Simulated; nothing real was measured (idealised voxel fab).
Process module under the name voxel gate over fins
Each square cell in cross-section cut measures 5 nm, and the section as a whole is 270 nm wide.
Throughout this document, each cross-section is represented as a grid of square cells and is presented as a sequence of bands enumerated from the top downward, where a band comprises one or more rows of cells.
It is stipulated that each band's entry specify, in nanometres, the height of the top of the band and then that of its bottom, followed by the materials of the band in left-to-right sequence, each together with its width in nanometres. A single material marked by the word "everywhere" is understood to fill the band from edge to edge; the word "air" is understood to denote empty space.
We count height from 0. Below that, the starting wafer is all one material. The lowest band never ends at the bottom but goes on down; see "0 down" for how that is written.
A width such as "30..40" changes by the same amount from each row of cells to the next, from the band's top row to its bottom row.
Step note "all unchanged" = no cross-section cell changed.
Enclosed voids (no open way to top), threshold 8 cells or more, entry "Closed void listing", notation width x height at distance, distance from left edge, nm.
Post-settings text on a step line: simulator's own remark regarding the step.
If you see "overlay nm" on a step's line and that step has a mask, it's telling you how far right of where it was planned the mask ended up; a negative number means it went left instead.
[The planned process steps are enumerated hereunder]
1: RECEIVE | material Si
2: CONFORMAL_DEP | material SiN | thk nm 10
3: DIRECTIONAL_DEP | material aC | thk nm 15
4: PATTERN | tone cover | mask id FINS | material resist | width nm 15 | pitch nm 45 | thk nm 30 | overlay nm 0
5: DIRECTIONAL_ETCH | etch materials aC | depth nm 15
6: STRIP | etch materials resist
7: DIRECTIONAL_ETCH | etch materials SiN | depth nm 10
8: DIRECTIONAL_ETCH | etch materials Si | depth nm 30
9: STRIP | etch materials aC
10: FILL_DEP | material SiO2 | thk nm 10
11: CMP | height nm 10
12: SELECTIVE_ETCH | etch materials SiO2 | depth nm 25
13: STRIP | etch materials SiN
14: CONFORMAL_DEP | material HfO2 | thk nm 5
15: CONFORMAL_DEP | material TiN | thk nm 5
16: FILL_DEP | material W | thk nm 10
17: CMP | height nm 15
18: CONFORMAL_DEP | material SiCN | thk nm 10
[What follows covers the first of two wafers; it ran as planned]
[as received, after step 1]
	0 down = Si everywhere
	Closed void listing: none
[Presented here is a cross-section of the wafer after step 2 has been performed]
	10 to 0 = SiN everywhere
	Everything below 0 is unchanged.
[Presented here is a cross-section of the wafer after step 3 has been performed]
	25 to 10 = aC everywhere
	Everything below 10 is unchanged.
[Presented here is a cross-section of the wafer after step 4 has been performed]
	55 to 25 = 60 air | 15 resist | 30 air | 15 resist | 30 air | 15 resist | 30 air | 15 resist | 60 air
	Everything below 25 is unchanged.
[Presented here is a cross-section of the wafer after step 5 has been performed]
	40 to 25 = 60 air | 15 resist | 30 air | 15 resist | 30 air | 15 resist | 30 air | 15 resist | 60 air
	25 to 10 = 60 air | 15 aC | 30 air | 15 aC | 30 air | 15 aC | 30 air | 15 aC | 60 air
	Everything below 10 is unchanged.
[Presented here is a cross-section of the wafer after step 6 has been performed]
	25 to 10 = 60 air | 15 aC | 30 air | 15 aC | 30 air | 15 aC | 30 air | 15 aC | 60 air
	Everything below 10 is unchanged.
[Presented here is a cross-section of the wafer after step 7 has been performed]
	25 to 10 = 60 air | 15 aC | 30 air | 15 aC | 30 air | 15 aC | 30 air | 15 aC | 60 air
	10 to 0 = 60 air | 15 SiN | 30 air | 15 SiN | 30 air | 15 SiN | 30 air | 15 SiN | 60 air
	Everything below 0 is unchanged.
[Presented here is a cross-section of the wafer after step 8 has been performed]
	25 to 10 = 60 air | 15 aC | 30 air | 15 aC | 30 air | 15 aC | 30 air | 15 aC | 60 air
	10 to 0 = 60 air | 15 SiN | 30 air | 15 SiN | 30 air | 15 SiN | 30 air | 15 SiN | 60 air
	0 to -30 = 60 air | 15 Si | 30 air | 15 Si | 30 air | 15 Si | 30 air | 15 Si | 60 air
	Everything below -30 is unchanged.
[Presented here is a cross-section of the wafer after step 9 has been performed]
	10 to 0 = 60 air | 15 SiN | 30 air | 15 SiN | 30 air | 15 SiN | 30 air | 15 SiN | 60 air
	Everything below 0 is unchanged.
[Presented here is a cross-section of the wafer after step 10 has been performed]
	20 to 10 = SiO2 everywhere
	10 to 0 = 60 SiO2 | 15 SiN | 30 SiO2 | 15 SiN | 30 SiO2 | 15 SiN | 30 SiO2 | 15 SiN | 60 SiO2
	0 to -30 = 60 SiO2 | 15 Si | 30 SiO2 | 15 Si | 30 SiO2 | 15 Si | 30 SiO2 | 15 Si | 60 SiO2
	Everything below -30 is unchanged.
[Presented here is a cross-section of the wafer after step 11 has been performed]
	10 to 0 = 60 SiO2 | 15 SiN | 30 SiO2 | 15 SiN | 30 SiO2 | 15 SiN | 30 SiO2 | 15 SiN | 60 SiO2
	Everything below 0 is unchanged.
[Presented here is a cross-section of the wafer after step 12 has been performed]
	10 to 0 = 60 air | 15 SiN | 30 air | 15 SiN | 30 air | 15 SiN | 30 air | 15 SiN | 60 air
	0 to -15 = 60 air | 15 Si | 30 air | 15 Si | 30 air | 15 Si | 30 air | 15 Si | 60 air
	Everything below -15 is unchanged.
[Presented here is a cross-section of the wafer after step 13 has been performed]
	0 to -15 = 60 air | 15 Si | 30 air | 15 Si | 30 air | 15 Si | 30 air | 15 Si | 60 air
	Everything below -15 is unchanged.
[Presented here is a cross-section of the wafer after step 14 has been performed]
	5 to 0 = 55 air | 25 HfO2 | 20 air | 25 HfO2 | 20 air | 25 HfO2 | 20 air | 25 HfO2 | 55 air
	0 to -10 = 55 air | 5 HfO2 | 15 Si | 5 HfO2 | 20 air | 5 HfO2 | 15 Si | 5 HfO2 | 20 air | 5 HfO2 | 15 Si | 5 HfO2 | 20 air | 5 HfO2 | 15 Si | 5 HfO2 | 55 air
	-10 to -15 = 60 HfO2 | 15 Si | 30 HfO2 | 15 Si | 30 HfO2 | 15 Si | 30 HfO2 | 15 Si | 60 HfO2
	Everything below -15 is unchanged.
[Presented here is a cross-section of the wafer after step 15 has been performed]
	10 to 5 = 50 air | 35 TiN | 10 air | 35 TiN | 10 air | 35 TiN | 10 air | 35 TiN | 50 air
	5 to 0 = 50 air | 5 TiN | 25 HfO2 | 5 TiN | 10 air | 5 TiN | 25 HfO2 | 5 TiN | 10 air | 5 TiN | 25 HfO2 | 5 TiN | 10 air | 5 TiN | 25 HfO2 | 5 TiN | 50 air
	0 to -5 = 50 air | 5 TiN | 5 HfO2 | 15 Si | 5 HfO2 | 5 TiN | 10 air | 5 TiN | 5 HfO2 | 15 Si | 5 HfO2 | 5 TiN | 10 air | 5 TiN | 5 HfO2 | 15 Si | 5 HfO2 | 5 TiN | 10 air | 5 TiN | 5 HfO2 | 15 Si | 5 HfO2 | 5 TiN | 50 air
	-5 to -10 = 55 TiN | 5 HfO2 | 15 Si | 5 HfO2 | 20 TiN | 5 HfO2 | 15 Si | 5 HfO2 | 20 TiN | 5 HfO2 | 15 Si | 5 HfO2 | 20 TiN | 5 HfO2 | 15 Si | 5 HfO2 | 55 TiN
	Everything below -10 is unchanged.
[Presented here is a cross-section of the wafer after step 16 has been performed]
	20 to 10 = W everywhere
	10 to 5 = 50 W | 35 TiN | 10 W | 35 TiN | 10 W | 35 TiN | 10 W | 35 TiN | 50 W
	5 to 0 = 50 W | 5 TiN | 25 HfO2 | 5 TiN | 10 W | 5 TiN | 25 HfO2 | 5 TiN | 10 W | 5 TiN | 25 HfO2 | 5 TiN | 10 W | 5 TiN | 25 HfO2 | 5 TiN | 50 W
	0 to -5 = 50 W | 5 TiN | 5 HfO2 | 15 Si | 5 HfO2 | 5 TiN | 10 W | 5 TiN | 5 HfO2 | 15 Si | 5 HfO2 | 5 TiN | 10 W | 5 TiN | 5 HfO2 | 15 Si | 5 HfO2 | 5 TiN | 10 W | 5 TiN | 5 HfO2 | 15 Si | 5 HfO2 | 5 TiN | 50 W
	Everything below -5 is unchanged.
[Presented here is a cross-section of the wafer after step 17 has been performed]
	15 to 10 = W everywhere
	Everything below 10 is unchanged.
[Presented here is a cross-section of the wafer after step 18 has been performed]
	25 to 15 = SiCN everywhere
	Everything below 15 is unchanged.
[What follows concerns the second wafer, which started out like the first and was meant to follow the very same plan; one mistake crept in when it was run, but everything up to and including step 16 is the same as for the first wafer]
[when step 17 should have ended]
	5 to 0 = 50 W | 5 TiN | 25 HfO2 | 5 TiN | 10 W | 5 TiN | 25 HfO2 | 5 TiN | 10 W | 5 TiN | 25 HfO2 | 5 TiN | 10 W | 5 TiN | 25 HfO2 | 5 TiN | 50 W
	Everything below 0 is unchanged.
[when step 18 should have ended]
	15 to 5 = SiCN everywhere
	Everything below 5 is unchanged.
Run error: the process deviated at step 17: the operation and settings actually run there were CMP | height nm 5
Per the end-of-run cell counts, the second wafer holds more or fewer of some materials than the first: -28 TiN, -80 W
